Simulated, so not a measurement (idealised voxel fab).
Process module under the name voxel self aligned vias
FYI the section here is cut, 230 nm wide, cells are 5 nm squares.
Cross-section = grid of square cells, listed top down in bands; band = one or more rows. A band entry consists of two parts. The first gives the height of the band's top and the height of its bottom, in nm. The rest lists the band's materials from left to right, each with its width in nm. A single material labelled with the word "full width" fills the band from edge to edge, and the word "empty" marks empty space. Measure heights from 0. That's the level where, below it, the as-received wafer is all one material. The lowest band is bottomless and extends downward; write it as in "0..down". With a width like "30..40", each row of cells in the band differs from the next by the same amount, the top row carrying the first number and the bottom row the second. When a step is marked "no alteration", none of the cells in the cross-section changed during that step. "Catalogued sealed voids" contains a list of empty spaces, each no smaller than 8 cells and without an open way to the top, written in the form width x height at distance with the distance from the left edge and all three in nm. after a step's settings: what the simulator itself notes on the step. Each step line may optionally specify "overlay nm", which for a step with a mask gives the rightward distance between the mask's planned place and where it lay, a negative value indicating the leftward direction.

**The process steps that were planned are listed below**
step 1: op RECEIVE | material Si
step 2: op CONFORMAL_DEP | material SiO2 | thk nm 10
step 3: op CONFORMAL_DEP | material SiCN | thk nm 5
step 4: op DIRECTIONAL_DEP | material SiO2 | thk nm 30
step 5: op DIRECTIONAL_DEP | material aC | thk nm 10
step 6: op PATTERN | tone open | mask id LINES | material resist | width nm 30 | pitch nm 55 | thk nm 30 | overlay nm -15
step 7: op DIRECTIONAL_ETCH | etch materials aC | depth nm 10
step 8: op STRIP | etch materials resist
step 9: op DIRECTIONAL_ETCH | etch materials SiO2 | depth nm 30
step 10: op STRIP | etch materials aC
step 11: op CONFORMAL_DEP | material TiN | thk nm 5
step 12: op FILL_DEP | material Ru | thk nm 5
step 13: op CMP | height nm 45
step 14: op SELECTIVE_ETCH | etch materials W Ru TiN | depth nm 10
step 15: op FILL_DEP | material SiN | thk nm 10
step 16: op CMP | height nm 45
step 17: op DIRECTIONAL_DEP | material SiO2 | thk nm 15
step 18: op DIRECTIONAL_DEP | material aC | thk nm 10
step 19: op PATTERN | tone open | mask id VIAS | material resist | width nm 40 | thk nm 30 | overlay nm 0
step 20: op DIRECTIONAL_ETCH | etch materials aC | depth nm 10
step 21: op STRIP | etch materials resist
step 22: op DIRECTIONAL_ETCH | etch materials SiO2 | depth nm 15
step 23: op DIRECTIONAL_ETCH | etch materials SiN | depth nm 10
step 24: op STRIP | etch materials aC
step 25: op CONFORMAL_DEP | material TiN | thk nm 5
step 26: op FILL_DEP | material Cu | thk nm 5
step 27: op CMP | height nm 60
step 28: op CONFORMAL_DEP | material SiN | thk nm 5
Where the wafers of this document differ is in the overlay nm of step 6; they start out the same, and the plan states the value that applied to the first wafer.

**Cross-section of the first incoming wafer of several, state after step 1**
> 0..down  Si full width
> Catalogued sealed voids: none

**Module end state after final step 28: cross-section of the first of several wafers**
> 65..60  SiN full width
> 60..50  SiO2: 65  TiN: 5  Cu: 30  TiN: 5  SiO2: 125
> 50..45  SiO2: 65  TiN: 5  Cu: 10  TiN: 25  SiO2: 125
> 45..40  SiO2: 55  SiN: 10  TiN: 5  Cu: 10  TiN: 5  SiO2: 25  SiN: 30  SiO2: 90
> 40..35  SiO2: 55  SiN: 10  TiN: 20  SiO2: 25  SiN: 30  SiO2: 90
> 35..20  SiO2: 55  TiN: 5  Ru: 20  TiN: 5  SiO2: 25  TiN: 5  Ru: 20  TiN: 5  SiO2: 90
> 20..15  SiO2: 55  TiN: 30  SiO2: 25  TiN: 30  SiO2: 90
> 15..10  SiCN full width
> 10..0  SiO2 full width
> 0..down  Si full width
> Catalogued sealed voids: none

**Last wafer, end of module, cross-section**
> 65..60  SiN full width
> 60..50  SiO2: 65  TiN: 5  Cu: 30  TiN: 5  SiO2: 125
> 50..45  SiO2: 65  TiN: 25  Cu: 10  TiN: 5  SiO2: 125
> 45..40  SiO2: 85  TiN: 5  Cu: 10  TiN: 5  SiN: 10  SiO2: 25  SiN: 30  SiO2: 60
> 40..35  SiO2: 85  TiN: 20  SiN: 10  SiO2: 25  SiN: 30  SiO2: 60
> 35..20  SiO2: 85  TiN: 5  Ru: 20  TiN: 5  SiO2: 25  TiN: 5  Ru: 20  TiN: 5  SiO2: 60
> 20..15  SiO2: 85  TiN: 30  SiO2: 25  TiN: 30  SiO2: 60
> 15..10  SiCN full width
> 10..0  SiO2 full width
> 0..down  Si full width
> Catalogued sealed voids: none

**Every row in this table is a wafer at the end of the module, and it gives, for each of the materials, the cells that wafer has gained (+) or lost (-) since it was received, then its closed voids**
overlay nm -15 | +16 Cu | +24 Ru | +46 SiCN | +62 SiN | +410 SiO2 | +40 TiN | Catalogued sealed voids: none
overlay nm -10 | +18 Cu | +24 Ru | +46 SiCN | +60 SiN | +410 SiO2 | +40 TiN | Catalogued sealed voids: none
overlay nm -5 | +20 Cu | +24 Ru | +46 SiCN | +58 SiN | +410 SiO2 | +40 TiN | Catalogued sealed voids: none
overlay nm 0 | +20 Cu | +24 Ru | +46 SiCN | +58 SiN | +410 SiO2 | +40 TiN | Catalogued sealed voids: none
overlay nm 5 | +20 Cu | +24 Ru | +46 SiCN | +58 SiN | +410 SiO2 | +40 TiN | Catalogued sealed voids: none
overlay nm 10 | +18 Cu | +24 Ru | +46 SiCN | +60 SiN | +410 SiO2 | +40 TiN | Catalogued sealed voids: none
overlay nm 15 | +16 Cu | +24 Ru | +46 SiCN | +62 SiN | +410 SiO2 | +40 TiN | Catalogued sealed voids: none
